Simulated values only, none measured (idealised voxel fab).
The process module that follows is named voxel tone inversion.
220 nm wide, 5 nm square cells: that's cross-section cut.
How to read a cross-section here: the picture is a grid of square cells, written as bands going from the top down, and any band can span one or more rows of cells.
It is stipulated that each band's entry specify, in nanometres, the height of the top of the band and then that of its bottom, followed by the materials of the band in left-to-right sequence, each together with its width in nanometres. A single material marked by the word "full width" is understood to fill the band from edge to edge; the word "empty" is understood to denote empty space.
A quick word on heights: they are counted from 0, and under that level the wafer as it came to us is one material throughout. The lowest band is different from the rest in having no bottom; it simply continues downward, written as in "from 0 down".
A width given as "30 to 40" starts at the first number in the band's top row and ends at the second number in its bottom row, shifting by an equal amount at every step from row to row.
The cross-section has no changed cell in any step marked "changes: none".
"Closed internal voids" lists enclosed empty spaces (at least 8 cells, no open path upward to the top), each as width x height at distance from the left edge, in nm.
If you see something after the settings on a step's line, that's the simulator's own remark about that step.
Steps that use a mask can have "overlay nm" on their line. It says how far the mask sat to the right of where it was meant to be. Negative means to the left.
The process steps that were planned are listed below
1 RECEIVE, material Si
2 CONFORMAL_DEP, material SiCN, thk nm 10
3 DIRECTIONAL_DEP, material aC, thk nm 15
4 PATTERN, tone cover, mask id POSTS, material resist, width nm 25, pitch nm 55, thk nm 25, overlay nm 0
5 DIRECTIONAL_ETCH, etch materials aC, depth nm 15
6 STRIP, etch materials resist
7 FILL_DEP, material lowk, thk nm 5
8 CMP, height nm 25
9 STRIP, etch materials aC
10 CONFORMAL_DEP, material TiN, thk nm 5
11 FILL_DEP, material Ru, thk nm 10
12 CMP, height nm 25
13 CONFORMAL_DEP, material SiN, thk nm 5
As-received wafer cross-section (after step 1)
> from 0 down: Si full width
> Closed internal voids: none
Here's the cross-section of the first of our two wafers at the end of the module - it ran as planned
> from 30 to 25: SiN full width
> from 25 to 15: lowk=40 | TiN=5 | Ru=15 | TiN=5 | lowk=30 | TiN=5 | Ru=15 | TiN=5 | lowk=30 | TiN=5 | Ru=15 | TiN=5 | lowk=45
> from 15 to 10: lowk=40 | TiN=25 | lowk=30 | TiN=25 | lowk=30 | TiN=25 | lowk=45
> from 10 to 0: SiCN full width
> from 0 down: Si full width
> Closed internal voids: none
Second wafer of the two, sectioned at the end of the module. It began like the first and followed the same plan, but one mistake was made while running it
> from 30 to 25: SiN full width
> from 25 to 15: lowk=45 | TiN=5 | Ru=15 | TiN=5 | lowk=30 | TiN=5 | Ru=15 | TiN=5 | lowk=30 | TiN=5 | Ru=15 | TiN=5 | lowk=40
> from 15 to 10: lowk=45 | TiN=25 | lowk=30 | TiN=25 | lowk=30 | TiN=25 | lowk=40
> from 10 to 0: SiCN full width
> from 0 down: Si full width
> Closed internal voids: none
Deviation noted in wafer processing: note that step 4 departed from the planned setting and was carried out as PATTERN, tone cover, mask id POSTS, material resist, width nm 25, pitch nm 55, thk nm 25, overlay nm 5
The concluding comparison shows that, measured in cells, each material is equally abundant on both wafers, albeit at different positions.
